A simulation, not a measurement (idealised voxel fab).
voxel ribs on slabs: a process module
The cross-section on display is named cut; it measures 155 nm wide, and its cells are 5 nm squares.
Cross-section format: a grid of square cells, given as bands from top to bottom; each band is one or more rows of cells. The band entry comprises the height of the band's top followed by the height of its bottom, expressed in nm, and subsequently the band's materials from left to right, each stated together with its width in nm. Where a single material is marked with the word "full width", that material fills the band from edge to edge. The word "air" represents empty space. Convention: height 0 is the level below which the wafer, as received, is all one material. The lowest band does not terminate at the bottom but continues downward, represented as "0 and below". Width "30..40": first value at the band's top row of cells, second value at its bottom row, equal change from row to row. Where the words "remained unchanged" appear for a step, the cross-section shows no cell changed by that step; every cell remained as before. "Encapsulated voids" specifies each empty space that is not open to the top and that occupies no fewer than 8 cells, using the form width x height at distance, the distance measured from the left edge and all three quantities in nm. Text after the settings on a step's line: the simulator's own remark on that step. A step line may carry the setting "overlay nm", which, for steps involving a mask, states the distance by which the mask lay to the right of its intended position; negative values denote displacement to the left.

Set out below are the planned steps of the process
1 RECEIVE with material Si
2 DIRECTIONAL_DEP with material SiO2, thk nm 20
3 DIRECTIONAL_DEP with material SiN, thk nm 25
4 PATTERN with tone cover, mask id RIB, material resist, width nm 30, thk nm 20, overlay nm 0
5 DIRECTIONAL_ETCH with etch materials SiN, depth nm 15
6 STRIP with etch materials resist
7 MASKED_ETCH with tone cover, mask id SLAB, width nm 90, etch materials SiN, depth nm 10, overlay nm 0
8 FILL_DEP with material SiO2, thk nm 15
9 CMP with height nm 55
10 DIRECTIONAL_DEP with material W, thk nm 10
11 PATTERN with tone cover, mask id HEATER, material resist, width nm 40, thk nm 20, overlay nm 0
12 DIRECTIONAL_ETCH with etch materials W, depth nm 10
13 STRIP with etch materials resist
14 CONFORMAL_DEP with material SiO2, thk nm 5

So this is the incoming wafer in cross-section - it's already been through step 1
  0 and below  Si full width
  Encapsulated voids: none

Here's the wafer cut in cross-section after the module, started and planned just like above, except one thing was done wrong in the run
  70 down to 65  50 air, 50 SiO2, 55 air
  65 down to 60  50 air, 5 SiO2, 40 W, 5 SiO2, 55 air
  60 down to 55  55 SiO2, 40 W, 60 SiO2
  55 down to 45  SiO2 full width
  45 down to 35  30 SiO2, 30 SiN, 30 SiO2, 30 SiN, 35 SiO2
  35 down to 30  60 SiN, 30 SiO2, 65 SiN
  30 down to 20  SiN full width
  20 down to 0  SiO2 full width
  0 and below  Si full width
  Encapsulated voids: none
Want to know what went wrong? in deviation from the planned setting, step 4 was conducted as PATTERN with tone open, mask id RIB, material resist, width nm 30, thk nm 20, overlay nm 0
